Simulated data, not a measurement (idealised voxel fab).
Process module heading - voxel wiring stack
It is cross-section cut that appears here, measuring 240 nm in width, its square cells being 5 nm in size.
A cross-section is written here as square cells arranged in a grid, and it is given in bands from the top down, each band taking up one or more rows of cells.
Each band's line starts with the height of the band's top and of its bottom, in nm. Then come its materials from left to right, each with its width in nm. One material with "full width" fills the band from edge to edge. "air" is empty space.
Counting heights begins at 0, where everything beneath is, in the wafer as received, one material. The lowest band has no bottom; it goes on downwards, as "top 0, no bottom" shows.
So if you see something like "30->40" for the width, read it as the top row of the band sitting at the first number and the bottom row at the second, with every row in between moving by the same amount as the last.
When a step is marked "remained unchanged", none of the cells in the cross-section changed during that step.
"Enclosed voids" means: voids of 8 cells or more that are shut off from the top with no open way through. Written width x height at distance, distance from the left edge, in nm.
If you see something after the settings on a step's line, that's the simulator's own remark about that step.
overlay nm: for a step with a mask, the amount by which the mask lay right of where it was planned; a negative amount means left of it.

These are the steps we planned for the process:
1 RECEIVE | material Si
2 CONFORMAL_DEP | material SiO2 | thk nm 10
3 DIRECTIONAL_DEP | material TiN | thk nm 5
4 DIRECTIONAL_DEP | material W | thk nm 25
5 MASKED_ETCH | tone cover | mask id METAL_1 | width nm 20 | pitch nm 40 | etch materials W | depth nm 25 | overlay nm 0
6 MASKED_ETCH | tone cover | mask id METAL_1 | width nm 20 | pitch nm 40 | etch materials TiN | depth nm 5 | overlay nm 0
7 FILL_DEP | material lowk | thk nm 5
8 CMP | height nm 40
9 CONFORMAL_DEP | material SiCN | thk nm 5
10 DIRECTIONAL_DEP | material lowk | thk nm 10
11 MASKED_ETCH | tone open | mask id PLUG_1 | width nm 15 | pitch nm 40 | etch materials lowk | depth nm 10 | overlay nm 0
12 MASKED_ETCH | tone open | mask id PLUG_1 | width nm 15 | pitch nm 40 | etch materials SiCN | depth nm 5 | overlay nm 0
13 EPI | material Ru | thk nm 10
14 EPI | material Ru | thk nm 5
15 CONFORMAL_DEP | material SiCN | thk nm 5
16 DIRECTIONAL_DEP | material lowk | thk nm 15
17 PATTERN | tone open | mask id METAL_2 | material resist | width nm 20 | pitch nm 40 | thk nm 15 | overlay nm 0
18 DIRECTIONAL_ETCH | etch materials lowk | depth nm 15
19 DIRECTIONAL_ETCH | etch materials SiCN | depth nm 5
20 STRIP | etch materials resist
21 CONFORMAL_DEP | material TiN | thk nm 5
22 FILL_DEP | material Cu | thk nm 10
23 CMP | height nm 75
24 EPI | material Ru | thk nm 5
25 FILL_DEP | material SiCN | thk nm 5
26 DIRECTIONAL_DEP | material lowk | thk nm 20
27 MASKED_ETCH | tone open | mask id PLUG_2 | width nm 15 | pitch nm 80 | etch materials lowk | depth nm 20 | overlay nm 0
28 MASKED_ETCH | tone open | mask id PLUG_2 | width nm 15 | pitch nm 80 | etch materials SiCN | depth nm 5 | overlay nm 0
29 EPI | material Ru | thk nm 10
30 EPI | material Ru | thk nm 10
31 EPI | material Ru | thk nm 5
32 CONFORMAL_DEP | material SiCN | thk nm 5
33 DIRECTIONAL_DEP | material lowk | thk nm 25
34 PATTERN | tone open | mask id METAL_3 | material resist | width nm 20 | pitch nm 40 | thk nm 20 | overlay nm 0
35 DIRECTIONAL_ETCH | etch materials lowk | depth nm 25
36 DIRECTIONAL_ETCH | etch materials SiCN | depth nm 5
37 STRIP | etch materials resist
38 CONFORMAL_DEP | material TiN | thk nm 5
39 FILL_DEP | material Ru | thk nm 10
40 CMP | height nm 135
41 CONFORMAL_DEP | material SiCN | thk nm 5

Cross-section of the incoming wafer, state after step 1:
    top 0, no bottom: Si full width
    Enclosed voids: none

Run as planned - first of the two wafers cross-sectioned at the end of the module:
    top 140, bottom 135: SiCN full width
    top 135, bottom 110: 50 nm lowk / 5 nm TiN / 10 nm Ru / 5 nm TiN / 20 nm lowk / 5 nm TiN / 10 nm Ru / 5 nm TiN / 20 nm lowk / 5 nm TiN / 10 nm Ru / 5 nm TiN / 20 nm lowk / 5 nm TiN / 10 nm Ru / 5 nm TiN / 50 nm lowk
    top 110, bottom 105: 50 nm SiCN / 20 nm TiN / 20 nm SiCN / 20 nm TiN / 20 nm SiCN / 20 nm TiN / 20 nm SiCN / 20 nm TiN / 50 nm SiCN
    top 105, bottom 85: 50 nm lowk / 15 nm Ru / 65 nm lowk / 15 nm Ru / 95 nm lowk
    top 85, bottom 80: 50 nm SiCN / 15 nm Ru / 65 nm SiCN / 15 nm Ru / 95 nm SiCN
    top 80, bottom 75: 45 nm SiCN / 30 nm Ru / 10 nm SiCN / 30 nm Ru / 10 nm SiCN / 30 nm Ru / 10 nm SiCN / 30 nm Ru / 45 nm SiCN
    top 75, bottom 60: 50 nm lowk / 5 nm TiN / 10 nm Cu / 5 nm TiN / 20 nm lowk / 5 nm TiN / 10 nm Cu / 5 nm TiN / 20 nm lowk / 5 nm TiN / 10 nm Cu / 5 nm TiN / 20 nm lowk / 5 nm TiN / 10 nm Cu / 5 nm TiN / 50 nm lowk
    top 60, bottom 55: 50 nm SiCN / 20 nm TiN / 20 nm SiCN / 20 nm TiN / 20 nm SiCN / 20 nm TiN / 20 nm SiCN / 20 nm TiN / 50 nm SiCN
    top 55, bottom 45: 50 nm lowk / 15 nm Ru / 25 nm lowk / 15 nm Ru / 25 nm lowk / 15 nm Ru / 25 nm lowk / 15 nm Ru / 55 nm lowk
    top 45, bottom 40: 50 nm SiCN / 15 nm Ru / 25 nm SiCN / 15 nm Ru / 25 nm SiCN / 15 nm Ru / 25 nm SiCN / 15 nm Ru / 55 nm SiCN
    top 40, bottom 15: 50 nm lowk / 20 nm W / 20 nm lowk / 20 nm W / 20 nm lowk / 20 nm W / 20 nm lowk / 20 nm W / 50 nm lowk
    top 15, bottom 10: 50 nm lowk / 20 nm TiN / 20 nm lowk / 20 nm TiN / 20 nm lowk / 20 nm TiN / 20 nm lowk / 20 nm TiN / 50 nm lowk
    top 10, bottom 0: SiO2 full width
    top 0, no bottom: Si full width
    Enclosed voids: none

End-of-module cross-section of the second wafer: identical starting point and process plan to the first, with one processing mistake:
    top 140, bottom 135: SiCN full width
    top 135, bottom 110: 50 nm lowk / 5 nm TiN / 10 nm Ru / 5 nm TiN / 20 nm lowk / 5 nm TiN / 10 nm Ru / 5 nm TiN / 20 nm lowk / 5 nm TiN / 10 nm Ru / 5 nm TiN / 20 nm lowk / 5 nm TiN / 10 nm Ru / 5 nm TiN / 50 nm lowk
    top 110, bottom 105: 50 nm SiCN / 20 nm TiN / 20 nm SiCN / 20 nm TiN / 20 nm SiCN / 20 nm TiN / 20 nm SiCN / 20 nm TiN / 50 nm SiCN
    top 105, bottom 85: 50 nm lowk / 15 nm Ru / 65 nm lowk / 15 nm Ru / 95 nm lowk
    top 85, bottom 80: 50 nm SiCN / 15 nm Ru / 65 nm SiCN / 15 nm Ru / 95 nm SiCN
    top 80, bottom 75: 45 nm SiCN / 30 nm Ru / 10 nm SiCN / 30 nm Ru / 10 nm SiCN / 30 nm Ru / 10 nm SiCN / 30 nm Ru / 45 nm SiCN
    top 75, bottom 60: 50 nm lowk / 5 nm TiN / 10 nm Cu / 5 nm TiN / 20 nm lowk / 5 nm TiN / 10 nm Cu / 5 nm TiN / 20 nm lowk / 5 nm TiN / 10 nm Cu / 5 nm TiN / 20 nm lowk / 5 nm TiN / 10 nm Cu / 5 nm TiN / 50 nm lowk
    top 60, bottom 55: 50 nm SiCN / 20 nm TiN / 20 nm SiCN / 20 nm TiN / 20 nm SiCN / 20 nm TiN / 20 nm SiCN / 20 nm TiN / 50 nm SiCN
    top 55, bottom 45: 45 nm lowk / 25 nm Ru / 15 nm lowk / 25 nm Ru / 15 nm lowk / 25 nm Ru / 15 nm lowk / 25 nm Ru / 50 nm lowk
    top 45, bottom 40: 50 nm SiCN / 15 nm Ru / 25 nm SiCN / 15 nm Ru / 25 nm SiCN / 15 nm Ru / 25 nm SiCN / 15 nm Ru / 55 nm SiCN
    top 40, bottom 15: 50 nm lowk / 20 nm W / 20 nm lowk / 20 nm W / 20 nm lowk / 20 nm W / 20 nm lowk / 20 nm W / 50 nm lowk
    top 15, bottom 10: 50 nm lowk / 20 nm TiN / 20 nm lowk / 20 nm TiN / 20 nm lowk / 20 nm TiN / 20 nm lowk / 20 nm TiN / 50 nm lowk
    top 10, bottom 0: SiO2 full width
    top 0, no bottom: Si full width
    Enclosed voids: none
Deviation noted in wafer processing: so step 11 ended up running with a different setting than we planned, it ran as MASKED_ETCH | tone open | mask id PLUG_1 | width nm 25 | pitch nm 40 | etch materials lowk | depth nm 10 | overlay nm 0
End check, counted in cells, second wafer has more or fewer of these materials than the first: 16 more of Ru | 16 fewer of lowk
